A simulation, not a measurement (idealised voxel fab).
process module | voxel capacitor over wiring
cross-section cut | 200 nm wide | cells 5 nm
A cross-section is a grid of square cells, given in bands from the top down. A band is one or more rows of cells.
Each band's line starts with the height of the band's top and of its bottom, in nm. Then come its materials from left to right, each with its width in nm. One material with "throughout" fills the band from edge to edge. "air" is empty space.
Height 0 is the level under which the wafer as received is all one material. The lowest band goes on downwards, as in "0 down".
A width such as "30 to 40" changes by the same amount from each row of cells to the next, from the band's top row to its bottom row.
"no change" after a step means that no cell of the cross-section changed.
closed voids: empty space of 8 cells or more with no open way to the top, each as width x height at its distance from the left edge, in nm
after a step's settings: what the simulator itself notes on the step
overlay nm, on a step with a mask: how far to the right of its planned place the mask lay; to the left if negative
plan
1 op RECEIVE | material Si
2 op CONFORMAL_DEP | material SiO2 | thk nm 15
3 op DIRECTIONAL_DEP | material TiN | thk nm 5
4 op DIRECTIONAL_DEP | material W | thk nm 25
5 op MASKED_ETCH | tone cover | mask id METAL_1 | width nm 20 | pitch nm 90 | etch materials W | depth nm 25 | overlay nm 0
6 op MASKED_ETCH | tone cover | mask id METAL_1 | width nm 20 | pitch nm 90 | etch materials TiN | depth nm 5 | overlay nm 0
7 op FILL_DEP | material SiO2 | thk nm 10
8 op CMP | height nm 45
9 op CONFORMAL_DEP | material SiCN | thk nm 5
10 op DIRECTIONAL_DEP | material SiO2 | thk nm 20
11 op DIRECTIONAL_DEP | material aC | thk nm 10
12 op PATTERN | tone open | mask id PLUG_1 | material resist | width nm 15 | thk nm 25 | overlay nm 0
13 op DIRECTIONAL_ETCH | etch materials aC | depth nm 10
14 op STRIP | etch materials resist
15 op DIRECTIONAL_ETCH | etch materials SiO2 | depth nm 20
16 op DIRECTIONAL_ETCH | etch materials SiCN | depth nm 5
17 op STRIP | etch materials aC
18 op CONFORMAL_DEP | material TiN | thk nm 5
19 op FILL_DEP | material W | thk nm 5
20 op CMP | height nm 70
21 op DIRECTIONAL_DEP | material TiN | thk nm 10
22 op DIRECTIONAL_DEP | material HfO2 | thk nm 5
23 op DIRECTIONAL_DEP | material TiN | thk nm 5
24 op DIRECTIONAL_DEP | material aC | thk nm 15
25 op PATTERN | tone cover | mask id UPPER_PLATE | material resist | width nm 75 | thk nm 30 | overlay nm 0
26 op DIRECTIONAL_ETCH | etch materials aC | depth nm 15
27 op STRIP | etch materials resist
28 op DIRECTIONAL_ETCH | etch materials TiN | depth nm 5
29 op DIRECTIONAL_ETCH | etch materials HfO2 | depth nm 5
30 op STRIP | etch materials aC
31 op PATTERN | tone cover | mask id LOWER_PLATE | material resist | width nm 85 | thk nm 20 | overlay nm 0
32 op DIRECTIONAL_ETCH | etch materials TiN | depth nm 10
33 op STRIP | etch materials resist
34 op FILL_DEP | material SiO2 | thk nm 20
35 op CMP | height nm 105
36 op DIRECTIONAL_DEP | material aC | thk nm 15
37 op PATTERN | tone open | mask id PLUG_2 | material resist | width nm 15 | thk nm 35 | overlay nm 0
38 op DIRECTIONAL_ETCH | etch materials aC | depth nm 15
39 op STRIP | etch materials resist
40 op DIRECTIONAL_ETCH | etch materials SiO2 | depth nm 15
41 op STRIP | etch materials aC
42 op CONFORMAL_DEP | material TiN | thk nm 5
43 op FILL_DEP | material Cu | thk nm 5
44 op CMP | height nm 105
45 op CONFORMAL_DEP | material SiN | thk nm 5
as received, after step 1
  0 down: Si throughout
  closed voids: none
first wafer at the end, as planned
  110 to 105: SiN throughout
  105 to 95: SiO2 60 | TiN 5 | Cu 5 | TiN 5 | SiO2 125
  95 to 85: SiO2 60 to 50 | TiN 15 to 75 | SiO2 125 to 75
  85 to 80: SiO2 50 | HfO2 75 | SiO2 75
  80 to 70: SiO2 45 | TiN 85 | SiO2 70
  70 to 50: SiO2 50 | TiN 5 | W 5 | TiN 5 | SiO2 135
  50 to 45: SiCN 50 | TiN 15 | SiCN 135
  45 to 20: SiO2 45 | W 20 | SiO2 70 | W 20 | SiO2 45
  20 to 15: SiO2 45 | TiN 20 | SiO2 70 | TiN 20 | SiO2 45
  15 to 0: SiO2 throughout
  0 down: Si throughout
  closed voids: none
second wafer at the end: like start, like plan, one mistake
  110 to 105: SiN throughout
  105 to 95: SiO2 60 | TiN 5 | Cu 5 | TiN 5 | SiO2 125
  95 to 85: SiO2 60 to 50 | TiN 15 to 75 | SiO2 125 to 75
  85 to 80: SiO2 50 | HfO2 75 | SiO2 75
  80 to 70: SiO2 45 | TiN 85 | SiO2 70
  70 to 50: SiO2 50 | TiN 5 | W 5 | TiN 5 | SiO2 135
  50 to 45: SiCN 50 | TiN 15 | SiCN 135
  45 to 20: SiO2 55 | W 20 | SiO2 70 | W 20 | SiO2 35
  20 to 15: SiO2 45 | TiN 30 | SiO2 60 | TiN 30 | SiO2 35
  15 to 0: SiO2 throughout
  0 down: Si throughout
  closed voids: none
what went wrong: step 5 ran as: op MASKED_ETCH | tone cover | mask id METAL_1 | width nm 20 | pitch nm 90 | etch materials W | depth nm 25 | overlay nm 10
at the end the second wafer has, in cells: 4 fewer of SiO2 | 4 more of TiN
